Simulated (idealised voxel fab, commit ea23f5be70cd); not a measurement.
The following is a process module called voxel self aligned contacts.
Section cut is 260 nm wide and gridded with 5 nm square cells.
Cross-section = grid of square cells, listed top down in bands; band = one or more rows.
Band entry format. Leading values: height of top, height of bottom, nm. Remainder: materials in left-to-right order, each with its width in nm. Special words: "edge to edge" on a single material, which then fills the band edge to edge; "blank", empty space.
Heights are measured from 0, the level below which the as-received wafer is all one material; the lowest band has no bottom and continues downward, written as in "top 0, no bottom".
Think of "30->40" as a width that walks from the first number to the second as you go down the band, top row to bottom row, taking equal-sized steps from row to row.
"left unchanged" after a step means that no cell of the cross-section changed.
Voids not open to the top, 8 cells minimum: see "Closed void inventory". Written width x height at distance; distance is from the left edge; nm.
Heads up: the bit after the settings on a step's line is the simulator's remark on that step.
overlay nm: step with mask; distance mask lay right of planned place; negative value = left of planned place.
These are the steps we planned for the process
1,RECEIVE [material Si]
2,CONFORMAL_DEP [material SiO2] [thk nm 5]
3,DIRECTIONAL_DEP [material polySi] [thk nm 30]
4,DIRECTIONAL_DEP [material SiN] [thk nm 25]
5,MASKED_ETCH [tone cover] [mask id GATE] [width nm 30] [pitch nm 75] [etch materials SiN] [depth nm 25] [overlay nm -15]
6,MASKED_ETCH [tone cover] [mask id GATE] [width nm 30] [pitch nm 75] [etch materials polySi] [depth nm 30] [overlay nm 0]
7,CONFORMAL_DEP [material SiN] [thk nm 10]
8,DIRECTIONAL_ETCH [etch materials SiN] [depth nm 10]
9,FILL_DEP [material SiO2] [thk nm 15]
10,CMP [height nm 65]
11,MASKED_ETCH [tone open] [mask id CONTACT] [width nm 55] [etch materials SiO2] [depth nm 65] [overlay nm 0]
12,CONFORMAL_DEP [material TiN] [thk nm 5]
13,FILL_DEP [material W] [thk nm 5]
14,CMP [height nm 65]
15,CONFORMAL_DEP [material SiN] [thk nm 5]
Heads up: all these wafers start the same, and what changes between them is the overlay nm in step 5. The value you see in the plan is just what the first wafer got.
First of several wafers, received after step 1, in cross-section
- top 0, no bottom = Si edge to edge
- Closed void inventory: none
Every row in this table is a wafer at the end of the module, and it gives, for each of the materials, the cells that wafer has gained (+) or lost (-) since it was received, then its closed voids
overlay nm -15, +200 SiN, +370 SiO2, +35 TiN, +15 W, +108 polySi, Closed void inventory: none
overlay nm -10, +200 SiN, +375 SiO2, +35 TiN, +22 W, +96 polySi, Closed void inventory: none
overlay nm -5, +200 SiN, +380 SiO2, +35 TiN, +29 W, +84 polySi, Closed void inventory: none
overlay nm 0, +200 SiN, +385 SiO2, +35 TiN, +36 W, +72 polySi, Closed void inventory: none
overlay nm 5, +200 SiN, +380 SiO2, +35 TiN, +29 W, +84 polySi, Closed void inventory: none
overlay nm 10, +200 SiN, +375 SiO2, +35 TiN, +22 W, +96 polySi, Closed void inventory: none
overlay nm 15, +200 SiN, +370 SiO2, +35 TiN, +15 W, +108 polySi, Closed void inventory: none
